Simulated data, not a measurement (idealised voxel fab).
Process module under the name voxel ribs on slabs
In the cross-section labelled cut, the width is 260 nm and each square cell is 5 nm.
Each cross-section below is a grid of square cells, stated as bands in top-down order, with one or more rows of cells making up each band. Read a band's entry like this: the first values are the height of its top and the height of its bottom in nm, and what follows is the sequence of materials from left to right, each with its width in nm. Note that "air" is empty space, and that a single material marked "everywhere" reaches across the band from edge to edge. Heights are reckoned from 0. Under this level, the received wafer is all of one material. The bottommost band is open-ended downward, for example "0 and below". Quick explanation for "30->40": the width changes in equal steps down the rows of cells, from the first number in the band's top row to the second number in its bottom row. The designation "remains unaltered", where it is given for a processing step, indicates that no cell of the cross-section was altered in the course of that step. "Fully sealed cavities" means: voids of 8 cells or more that are shut off from the top with no open way through. Written width x height at distance, distance from the left edge, in nm. Past the settings on a step's line: simulator remark, on that step. overlay nm: how far to the right of its planned place the mask lay on this masked step (negative: to the left).

Planned process steps
1. RECEIVE with material Si
2. DIRECTIONAL_DEP with material SiO2, thk nm 20
3. DIRECTIONAL_DEP with material SiN, thk nm 15
4. PATTERN with tone cover, mask id RIB, material resist, width nm 15, thk nm 15, overlay nm 0
5. DIRECTIONAL_ETCH with etch materials SiN, depth nm 5
6. STRIP with etch materials resist
7. DIRECTIONAL_DEP with material aC, thk nm 10
8. PATTERN with tone cover, mask id SLAB, material resist, width nm 65, thk nm 30, overlay nm 0
9. DIRECTIONAL_ETCH with etch materials aC, depth nm 10
10. STRIP with etch materials resist
11. DIRECTIONAL_ETCH with etch materials SiN, depth nm 10
12. STRIP with etch materials aC
13. FILL_DEP with material SiO2, thk nm 15
14. CMP with height nm 45
15. DIRECTIONAL_DEP with material TiN, thk nm 5
16. DIRECTIONAL_DEP with material aC, thk nm 10
17. PATTERN with tone cover, mask id HEATER, material resist, width nm 25, thk nm 25, overlay nm 0
18. DIRECTIONAL_ETCH with etch materials aC, depth nm 10
19. STRIP with etch materials resist
20. DIRECTIONAL_ETCH with etch materials TiN, depth nm 5
21. STRIP with etch materials aC
22. CONFORMAL_DEP with material SiO2, thk nm 10

Delivered wafer in cross-section: state after step 1
    0 and below  Si everywhere
    Fully sealed cavities: none

The cross-section shown corresponds to the wafer at the conclusion of the module. The initial structure and the process plan are those presented above; however, one mistake occurred in executing the plan
    65 down to 55  SiO2 everywhere
    55 down to 45  TiN everywhere
    45 down to 35  SiO2 everywhere
    35 down to 30  120 nm SiO2, 15 nm SiN, 125 nm SiO2
    30 down to 20  95 nm SiO2, 65 nm SiN, 100 nm SiO2
    20 down to 0  SiO2 everywhere
    0 and below  Si everywhere
    Fully sealed cavities: none
The plan and the run diverged here: rather than as planned, step 16 actually ran as DIRECTIONAL_DEP with material TiN, thk nm 10
